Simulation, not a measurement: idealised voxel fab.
process module | voxel ribs on slabs
cross-section cut | 195 nm wide | cells 5 nm
A cross-section is a grid of square cells, given in bands from the top down. A band is one or more rows of cells.
Each band's line starts with the height of the band's top and of its bottom, in nm. Then come its materials from left to right, each with its width in nm. One material with "throughout" fills the band from edge to edge. "air" is empty space.
Height 0 is the level under which the wafer as received is all one material. The lowest band goes on downwards, as in "0 down".
A width such as "30 to 40" changes by the same amount from each row of cells to the next, from the band's top row to its bottom row.
"no change" after a step means that no cell of the cross-section changed.
closed voids: empty space of 8 cells or more with no open way to the top, each as width x height at its distance from the left edge, in nm
after a step's settings: what the simulator itself notes on the step
overlay nm, on a step with a mask: how far to the right of its planned place the mask lay; to the left if negative
plan
1 op RECEIVE | material Si
2 op DIRECTIONAL_DEP | material SiO2 | thk nm 30
3 op DIRECTIONAL_DEP | material SiN | thk nm 25
4 op PATTERN | tone cover | mask id RIB | material resist | width nm 30 | thk nm 15 | overlay nm 0
5 op DIRECTIONAL_ETCH | etch materials SiN | depth nm 15
6 op STRIP | etch materials resist
7 op DIRECTIONAL_DEP | material aC | thk nm 10
8 op PATTERN | tone cover | mask id SLAB | material resist | width nm 70 | thk nm 25 | overlay nm 0
9 op DIRECTIONAL_ETCH | etch materials aC | depth nm 10
10 op STRIP | etch materials resist
11 op DIRECTIONAL_ETCH | etch materials SiN | depth nm 10
12 op STRIP | etch materials aC
13 op FILL_DEP | material SiO2 | thk nm 25
14 op CMP | height nm 70
15 op DIRECTIONAL_DEP | material W | thk nm 10
16 op DIRECTIONAL_DEP | material aC | thk nm 15
17 op PATTERN | tone cover | mask id HEATER | material resist | width nm 40 | thk nm 35 | overlay nm 0
18 op DIRECTIONAL_ETCH | etch materials aC | depth nm 15
19 op STRIP | etch materials resist
20 op DIRECTIONAL_ETCH | etch materials W | depth nm 10
21 op STRIP | etch materials aC
22 op CONFORMAL_DEP | material SiO2 | thk nm 10
first wafer, as planned
as received, after step 1
  0 down: Si throughout
  closed voids: none
after step 2
  30 to 0: SiO2 throughout
  below 0: unchanged
after step 3
  55 to 30: SiN throughout
  below 30: unchanged
after step 4
  70 to 55: air 80 | resist 30 | air 85
  below 55: unchanged
after step 5
  70 to 55: air 80 | resist 30 | air 85
  55 to 40: air 80 | SiN 30 | air 85
  below 40: unchanged
after step 6
  55 to 40: air 80 | SiN 30 | air 85
  below 40: unchanged
after step 7
  65 to 55: air 80 | aC 30 | air 85
  55 to 50: air 80 | SiN 30 | air 85
  50 to 40: aC 80 | SiN 30 | aC 85
  below 40: unchanged
after step 8
  90 to 65: air 60 | resist 70 | air 65
  65 to 55: air 60 | resist 20 | aC 30 | resist 20 | air 65
  55 to 50: air 60 | resist 20 | SiN 30 | resist 20 | air 65
  below 50: unchanged
after step 9
  80 to 65: air 60 | resist 70 | air 65
  65 to 55: air 60 | resist 20 | aC 30 | resist 20 | air 65
  55 to 50: air 60 | resist 20 | SiN 30 | resist 20 | air 65
  50 to 40: air 60 | aC 20 | SiN 30 | aC 20 | air 65
  below 40: unchanged
after step 10
  65 to 55: air 80 | aC 30 | air 85
  55 to 50: air 80 | SiN 30 | air 85
  below 50: unchanged
after step 11
  65 to 55: air 80 | aC 30 | air 85
  55 to 50: air 80 | SiN 30 | air 85
  50 to 40: air 60 | aC 20 | SiN 30 | aC 20 | air 65
  40 to 30: air 60 | SiN 70 | air 65
  below 30: unchanged
after step 12
  55 to 40: air 80 | SiN 30 | air 85
  below 40: unchanged
after step 13
  80 to 55: SiO2 throughout
  55 to 40: SiO2 80 | SiN 30 | SiO2 85
  40 to 30: SiO2 60 | SiN 70 | SiO2 65
  below 30: unchanged
after step 14
  70 to 55: SiO2 throughout
  below 55: unchanged
after step 15
  80 to 70: W throughout
  below 70: unchanged
after step 16
  95 to 80: aC throughout
  below 80: unchanged
after step 17
  130 to 95: air 75 | resist 40 | air 80
  below 95: unchanged
after step 18
  115 to 95: air 75 | resist 40 | air 80
  95 to 80: air 75 | aC 40 | air 80
  below 80: unchanged
after step 19
  95 to 80: air 75 | aC 40 | air 80
  below 80: unchanged
after step 20
  95 to 80: air 75 | aC 40 | air 80
  80 to 70: air 75 | W 40 | air 80
  below 70: unchanged
after step 21
  80 to 70: air 75 | W 40 | air 80
  below 70: unchanged
after step 22
  90 to 80: air 65 | SiO2 60 | air 70
  80 to 70: SiO2 75 | W 40 | SiO2 80
  below 70: unchanged
second wafer: like start, like plan, one mistake. Through step 4 it matches the first wafer
when step 5 should have ended
  70 to 55: air 80 | resist 30 | air 85
  55 to 45: air 80 | SiN 30 | air 85
  below 45: unchanged
when step 6 should have ended
  55 to 45: air 80 | SiN 30 | air 85
  below 45: unchanged
when step 7 should have ended
  65 to 55: air 80 | aC 30 | air 85
  55 to 45: aC 80 | SiN 30 | aC 85
  below 45: unchanged
when step 8 should have ended
  90 to 65: air 60 | resist 70 | air 65
  65 to 55: air 60 | resist 20 | aC 30 | resist 20 | air 65
  below 55: unchanged
when step 9 should have ended
  80 to 65: air 60 | resist 70 | air 65
  65 to 55: air 60 | resist 20 | aC 30 | resist 20 | air 65
  55 to 45: air 60 | aC 20 | SiN 30 | aC 20 | air 65
  below 45: unchanged
when step 10 should have ended
  65 to 55: air 80 | aC 30 | air 85
  below 55: unchanged
when step 11 should have ended
  65 to 55: air 80 | aC 30 | air 85
  55 to 45: air 60 | aC 20 | SiN 30 | aC 20 | air 65
  45 to 35: air 60 | SiN 70 | air 65
  below 35: unchanged
when step 12 should have ended
  55 to 45: air 80 | SiN 30 | air 85
  below 45: unchanged
when step 13 should have ended
  80 to 55: SiO2 throughout
  55 to 45: SiO2 80 | SiN 30 | SiO2 85
  45 to 35: SiO2 60 | SiN 70 | SiO2 65
  below 35: unchanged
when step 14 should have ended
  70 to 55: SiO2 throughout
  below 55: unchanged
when step 15 should have ended
  80 to 70: W throughout
  below 70: unchanged
when step 16 should have ended
  95 to 80: aC throughout
  below 80: unchanged
when step 17 should have ended
  130 to 95: air 75 | resist 40 | air 80
  below 95: unchanged
when step 18 should have ended
  115 to 95: air 75 | resist 40 | air 80
  95 to 80: air 75 | aC 40 | air 80
  below 80: unchanged
when step 19 should have ended
  95 to 80: air 75 | aC 40 | air 80
  below 80: unchanged
when step 20 should have ended
  95 to 80: air 75 | aC 40 | air 80
  80 to 70: air 75 | W 40 | air 80
  below 70: unchanged
when step 21 should have ended
  80 to 70: air 75 | W 40 | air 80
  below 70: unchanged
when step 22 should have ended
  90 to 80: air 65 | SiO2 60 | air 70
  80 to 70: SiO2 75 | W 40 | SiO2 80
  below 70: unchanged
what went wrong: step 5 ran as: op DIRECTIONAL_ETCH | etch materials SiN | depth nm 10
at the end the second wafer has, in cells: 33 more of SiN | 33 fewer of SiO2
